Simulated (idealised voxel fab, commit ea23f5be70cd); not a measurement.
process module | voxel air gaps
cross-section cut | 260 nm wide | cells 5 nm
A cross-section is a grid of square cells, given in bands from the top down. A band is one or more rows of cells.
Each band's line starts with the height of the band's top and of its bottom, in nm. Then come its materials from left to right, each with its width in nm. One material with "throughout" fills the band from edge to edge. "air" is empty space.
Height 0 is the level under which the wafer as received is all one material. The lowest band goes on downwards, as in "0 down".
A width such as "30 to 40" changes by the same amount from each row of cells to the next, from the band's top row to its bottom row.
"no change" after a step means that no cell of the cross-section changed.
closed voids: empty space of 8 cells or more with no open way to the top, each as width x height at its distance from the left edge, in nm
after a step's settings: what the simulator itself notes on the step
overlay nm, on a step with a mask: how far to the right of its planned place the mask lay; to the left if negative
plan
1 op RECEIVE | material Si
2 op CONFORMAL_DEP | material SiO2 | thk nm 15
3 op CONFORMAL_DEP | material SiCN | thk nm 5
4 op DIRECTIONAL_DEP | material SiO2 | thk nm 40
5 op PATTERN | tone open | mask id LINES | material resist | width nm 20 | pitch nm 45 | thk nm 20 | overlay nm 0
6 op DIRECTIONAL_ETCH | etch materials SiO2 | depth nm 40
7 op STRIP | etch materials resist
8 op CONFORMAL_DEP | material TiN | thk nm 5
9 op FILL_DEP | material Ru | thk nm 5
10 op CMP | height nm 60
11 op EPI | material Ru | thk nm 10
12 op SELECTIVE_ETCH | etch materials SiO2 | depth nm 50
13 op CONFORMAL_DEP | material SiCN | thk nm 5
as received, after step 1
  0 down: Si throughout
  closed voids: none
first wafer at the end, as planned
  75 to 70: air 35 | SiCN 185 | air 40
  70 to 60: air 35 | SiCN 5 | Ru 40 | SiCN 5 | Ru 40 | SiCN 5 | Ru 40 | SiCN 5 | Ru 40 | SiCN 5 | air 40
  60 to 55: air 35 | SiCN 15 | TiN 5 | Ru 10 | TiN 5 | SiCN 25 | TiN 5 | Ru 10 | TiN 5 | SiCN 25 | TiN 5 | Ru 10 | TiN 5 | SiCN 25 | TiN 5 | Ru 10 | TiN 5 | SiCN 15 | air 40
  55 to 25: air 45 | SiCN 5 | TiN 5 | Ru 10 | TiN 5 | SiCN 5 | air 15 | SiCN 5 | TiN 5 | Ru 10 | TiN 5 | SiCN 5 | air 15 | SiCN 5 | TiN 5 | Ru 10 | TiN 5 | SiCN 5 | air 15 | SiCN 5 | TiN 5 | Ru 10 | TiN 5 | SiCN 5 | air 50
  25 to 20: SiCN 50 | TiN 20 | SiCN 25 | TiN 20 | SiCN 25 | TiN 20 | SiCN 25 | TiN 20 | SiCN 55
  20 to 15: SiCN throughout
  15 to 0: SiO2 throughout
  0 down: Si throughout
  closed voids: 15 x 30 at 75; 15 x 30 at 120; 15 x 30 at 165
second wafer at the end: like start, like plan, one mistake
  75 to 70: air 35 | SiCN 185 | air 40
  70 to 60: air 35 | SiCN 5 | Ru 40 | SiCN 5 | Ru 40 | SiCN 5 | Ru 40 | SiCN 5 | Ru 40 | SiCN 5 | air 40
  60 to 55: air 35 | SiCN 15 | TiN 5 | Ru 10 | TiN 5 | SiCN 25 | TiN 5 | Ru 10 | TiN 5 | SiCN 25 | TiN 5 | Ru 10 | TiN 5 | SiCN 25 | TiN 5 | Ru 10 | TiN 5 | SiCN 15 | air 40
  55 to 40: air 45 | SiCN 5 | TiN 5 | Ru 10 | TiN 5 | SiCN 5 | air 15 | SiCN 5 | TiN 5 | Ru 10 | TiN 5 | SiCN 5 | air 15 | SiCN 5 | TiN 5 | Ru 10 | TiN 5 | SiCN 5 | air 15 | SiCN 5 | TiN 5 | Ru 10 | TiN 5 | SiCN 5 | air 50
  40 to 35: SiCN 50 | TiN 20 | SiCN 25 | TiN 20 | SiCN 25 | TiN 20 | SiCN 25 | TiN 20 | SiCN 55
  35 to 30: SiCN throughout
  30 to 0: SiO2 throughout
  0 down: Si throughout
  closed voids: 15 x 15 at 75; 15 x 15 at 120; 15 x 15 at 165
what went wrong: step 2 was run twice
at the end the second wafer has, in cells: 24 fewer of Ru | 24 fewer of SiCN | 156 more of SiO2 | 24 fewer of TiN
